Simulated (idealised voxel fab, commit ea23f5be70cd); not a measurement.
Process module heading - voxel fin reveal
The figure presents cross-section cut, which has a width of 190 nm and is divided into square cells with an edge length of 5 nm.
Cross-section spec: square-cell grid; bands listed top down; each band is one or more rows. Look at the band entry: it leads with the top's height and the bottom's height in nm. Then it lists the materials left to right, with a width in nm for each. The word "edge to edge" on a single material says that material fills the band edge to edge. The word "empty" is empty space. Heads up on the height convention: 0 is the point under which the incoming wafer is all one material, and the lowest band has no bottom, it just keeps going down, like "0 -> down". The expression "30..40" gives the width at the extremes of the band, the first number at its top row of cells and the second at its bottom row, with the width changing by equal amounts from each row to the next in between. Where the words "left unchanged" appear for a step, the cross-section shows no cell changed by that step; every cell remained as before. If an empty space has no open way to the top and is at least 8 cells in size, "Unvented cavities" lists it, written width x height at distance, where distance is measured from the left edge and every value is in nm. The remark found on a step's line after its settings is issued by the simulator itself and pertains to that step. A step line may carry the setting "overlay nm", which, for steps involving a mask, states the distance by which the mask lay to the right of its intended position; negative values denote displacement to the left.

**Process steps foreseen in the plan**
- 1: RECEIVE with material Si
- 2: CONFORMAL_DEP with material SiN, thk nm 5
- 3: MASKED_ETCH with tone cover, mask id FINS, width nm 15, pitch nm 40, etch materials SiN, depth nm 5, overlay nm 0
- 4: MASKED_ETCH with tone cover, mask id FINS, width nm 15, pitch nm 40, etch materials Si, depth nm 35, overlay nm 0
- 5: OXIDIZE with depth nm 5
- 6: FILL_DEP with material SiO2, thk nm 15
- 7: CMP with height nm 5
- 8: SELECTIVE_ETCH with etch materials SiO2, depth nm 15
- 9: STRIP with etch materials SiN

**As received (post step 1): cross-section**
0 -> down | Si edge to edge
Unvented cavities: none

**The plan above was carried out on the starting structure above with one mistake, and this cross-section shows the wafer at the end of the module**
0 -> -10 | empty (30), Si (5), empty (35), Si (5), empty (35), Si (5), empty (35), Si (5), empty (35)
-10 -> -75 | SiO2 (30), Si (5), SiO2 (35), Si (5), SiO2 (35), Si (5), SiO2 (35), Si (5), SiO2 (35)
-75 -> down | Si edge to edge
Unvented cavities: none
Misprocessing identified: step 4 from the plan got run twice
